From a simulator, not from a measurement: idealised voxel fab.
The following is a process module called voxel wiring stack.
The cross-section on display is named cut; it measures 295 nm wide, and its cells are 5 nm squares.
A cross-section is written here as square cells arranged in a grid, and it is given in bands from the top down, each band taking up one or more rows of cells. What a band's entry tells you: where the top is and where the bottom is, as heights in nm, and after that what lies inside, material by material from left to right, each with its width in nm. Empty space is written as the word "blank", and a single material marked with the word "edge to edge" occupies the band from edge to edge. Below 0: as-received wafer, all one material; heights counted from there. Lowest band: no bottom, goes on down, written "0 -> down". The two numbers in a width such as "30..40" mark its ends across the band: the first belongs to the top row of cells, the second to the bottom row, and from each row to the next the width moves by the same amount. The designation "nothing different", where it is given for a processing step, indicates that no cell of the cross-section was altered in the course of that step. Enclosed voids (no open way to top), threshold 8 cells or more, entry "Trapped void list", notation width x height at distance, distance from left edge, nm. Post-settings text on a step line: simulator's own remark regarding the step. What "overlay nm" on a step's line means: if the step has a mask, that mask lay this far to the right of its planned place, or, when the value is negative, to the left.

**Process steps (planned)**
step 1: RECEIVE (material Si)
step 2: CONFORMAL_DEP (material SiO2; thk nm 10)
step 3: DIRECTIONAL_DEP (material TiN; thk nm 5)
step 4: DIRECTIONAL_DEP (material Ru; thk nm 25)
step 5: MASKED_ETCH (tone cover; mask id METAL_1; width nm 30; pitch nm 55; etch materials Ru; depth nm 25; overlay nm 0)
step 6: MASKED_ETCH (tone cover; mask id METAL_1; width nm 30; pitch nm 55; etch materials TiN; depth nm 5; overlay nm 0)
step 7: FILL_DEP (material SiO2; thk nm 10)
step 8: CMP (height nm 40)
step 9: CONFORMAL_DEP (material SiCN; thk nm 5)
step 10: DIRECTIONAL_DEP (material lowk; thk nm 20)
step 11: PATTERN (tone open; mask id PLUG_1; material resist; width nm 15; pitch nm 110; thk nm 20; overlay nm 0)
step 12: DIRECTIONAL_ETCH (etch materials lowk; depth nm 20)
step 13: DIRECTIONAL_ETCH (etch materials SiCN; depth nm 5)
step 14: STRIP (etch materials resist)
step 15: EPI (material Ru; thk nm 10)
step 16: EPI (material Ru; thk nm 10)
step 17: EPI (material Ru; thk nm 5)
step 18: DIRECTIONAL_DEP (material TiN; thk nm 5)
step 19: DIRECTIONAL_DEP (material W; thk nm 20)
step 20: DIRECTIONAL_DEP (material aC; thk nm 15)
step 21: PATTERN (tone cover; mask id METAL_2; material resist; width nm 30; pitch nm 55; thk nm 35; overlay nm 0)
step 22: DIRECTIONAL_ETCH (etch materials aC; depth nm 15)
step 23: STRIP (etch materials resist)
step 24: DIRECTIONAL_ETCH (etch materials W; depth nm 20)
step 25: DIRECTIONAL_ETCH (etch materials TiN; depth nm 5)
step 26: STRIP (etch materials aC)
step 27: FILL_DEP (material SiO2; thk nm 5)
step 28: CMP (height nm 90)
step 29: CONFORMAL_DEP (material SiCN; thk nm 5)

**Cross-section, incoming material, after step 1**
0 -> down: Si edge to edge
Trapped void list: none

**The following cross-section depicts the wafer upon conclusion of the module. Processing commenced from the starting condition illustrated above and adhered to the plan illustrated above, save for one mistake in execution**
95 -> 90: SiCN edge to edge
90 -> 80: 75 nm SiO2, then 30 nm W, then 25 nm SiO2, then 30 nm W, then 25 nm SiO2, then 30 nm W, then 80 nm SiO2
80 -> 75: 75 nm SiO2, then 25 nm TiN, then 5 nm W, then 25 nm SiO2, then 30 nm W, then 25 nm SiO2, then 25 nm TiN, then 5 nm W, then 80 nm SiO2
75 -> 70: 65 nm SiO2, then 35 nm Ru, then 5 nm W, then 25 nm SiO2, then 30 nm W, then 15 nm SiO2, then 35 nm Ru, then 5 nm W, then 80 nm SiO2
70 -> 65: 65 nm SiO2, then 35 nm Ru, then 5 nm TiN, then 25 nm SiO2, then 30 nm TiN, then 15 nm SiO2, then 35 nm Ru, then 5 nm TiN, then 80 nm SiO2
65 -> 45: 75 nm lowk, then 15 nm Ru, then 95 nm lowk, then 15 nm Ru, then 95 nm lowk
45 -> 40: 75 nm SiCN, then 15 nm Ru, then 95 nm SiCN, then 15 nm Ru, then 95 nm SiCN
40 -> 15: 75 nm SiO2, then 30 nm Ru, then 25 nm SiO2, then 30 nm Ru, then 25 nm SiO2, then 30 nm Ru, then 80 nm SiO2
15 -> 10: 75 nm SiO2, then 30 nm TiN, then 25 nm SiO2, then 30 nm TiN, then 25 nm SiO2, then 30 nm TiN, then 80 nm SiO2
10 -> 0: SiO2 edge to edge
0 -> down: Si edge to edge
Trapped void list: none
Error vs. plan: one step among the identical steps 15 and 16 was executed twice; it cannot be established which
